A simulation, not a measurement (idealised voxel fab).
Proc. module: voxel released beams
Each square cell in cross-section cut measures 5 nm, and the section as a whole is 200 nm wide.
Cross-section = grid of square cells, listed top down in bands; band = one or more rows.
Read a band's entry like this: the first values are the height of its top and the height of its bottom in nm, and what follows is the sequence of materials from left to right, each with its width in nm. Note that "air" is empty space, and that a single material marked "edge to edge" reaches across the band from edge to edge.
We count height from 0. Below that, the starting wafer is all one material. The lowest band never ends at the bottom but goes on down; see "0 down" for how that is written.
A width given as "30..40" starts at the first number in the band's top row and ends at the second number in its bottom row, shifting by an equal amount at every step from row to row.
Where the words "nothing changed" appear for a step, the cross-section shows no cell changed by that step; every cell remained as before.
Basically, "Sealed cavities" tells you about the enclosed voids: empty spaces with no open way to the top, 8 cells or bigger, each written width x height at distance, where distance is from the left edge, all in nm.
On each step's line, the part that comes after the settings is the simulator's own comment on the step.
overlay nm: step with mask; distance mask lay right of planned place; negative value = left of planned place.
LISTED BELOW ARE THE PROCESS STEPS AS PLANNED
1,RECEIVE [material Si]
2,CONFORMAL_DEP [material SiN] [thk nm 5]
3,DIRECTIONAL_DEP [material SiO2] [thk nm 20]
4,DIRECTIONAL_DEP [material aC] [thk nm 15]
5,PATTERN [tone open] [mask id ANCHOR] [material resist] [width nm 35] [thk nm 30] [overlay nm 0]
6,DIRECTIONAL_ETCH [etch materials aC] [depth nm 15]
7,STRIP [etch materials resist]
8,DIRECTIONAL_ETCH [etch materials SiO2] [depth nm 20]
9,STRIP [etch materials aC]
10,CONFORMAL_DEP [material TiN] [thk nm 15]
11,PATTERN [tone cover] [mask id BEAM] [material resist] [width nm 80] [thk nm 20] [overlay nm 0]
12,DIRECTIONAL_ETCH [etch materials TiN] [depth nm 15]
13,STRIP [etch materials resist]
14,STRIP [etch materials SiO2]
DELIVERED WAFER IN CROSS-SECTION: STATE AFTER STEP 1
> 0 down: Si edge to edge
> Sealed cavities: none
RUN AS PLANNED - FIRST OF THE TWO WAFERS CROSS-SECTIONED AT THE END OF THE MODULE
> 40 to 25: air: 55, then TiN: 20, then air: 5, then TiN: 55, then air: 65
> 25 to 20: air: 60, then TiN: 15, then air: 5, then TiN: 15, then air: 105
> 20 to 5: air: 60, then TiN: 35, then air: 105
> 5 to 0: SiN edge to edge
> 0 down: Si edge to edge
> Sealed cavities: none
WAFER TWO, END OF MODULE, CROSS-SECTION. SAME START, SAME PLAN AS WAFER ONE. ONE MISTAKE IN THE RUN
> 40 to 30: air: 55, then TiN: 20, then air: 5, then TiN: 55, then air: 65
> 30 to 25: TiN: 75, then air: 5, then TiN: 120
> 25 to 20: SiO2: 60, then TiN: 15, then air: 5, then TiN: 15, then SiO2: 105
> 20 to 5: SiO2: 60, then TiN: 35, then SiO2: 105
> 5 to 0: SiN edge to edge
> 0 down: Si edge to edge
> Sealed cavities: none
In executing the process, a mistake was made relative to the plan: step 12 did not happen as planned, as run it was DIRECTIONAL_ETCH [etch materials TiN] [depth nm 10]
FYI, end of process, the second wafer has more or fewer cells of some materials than the first: 132 more of SiO2; 24 more of TiN
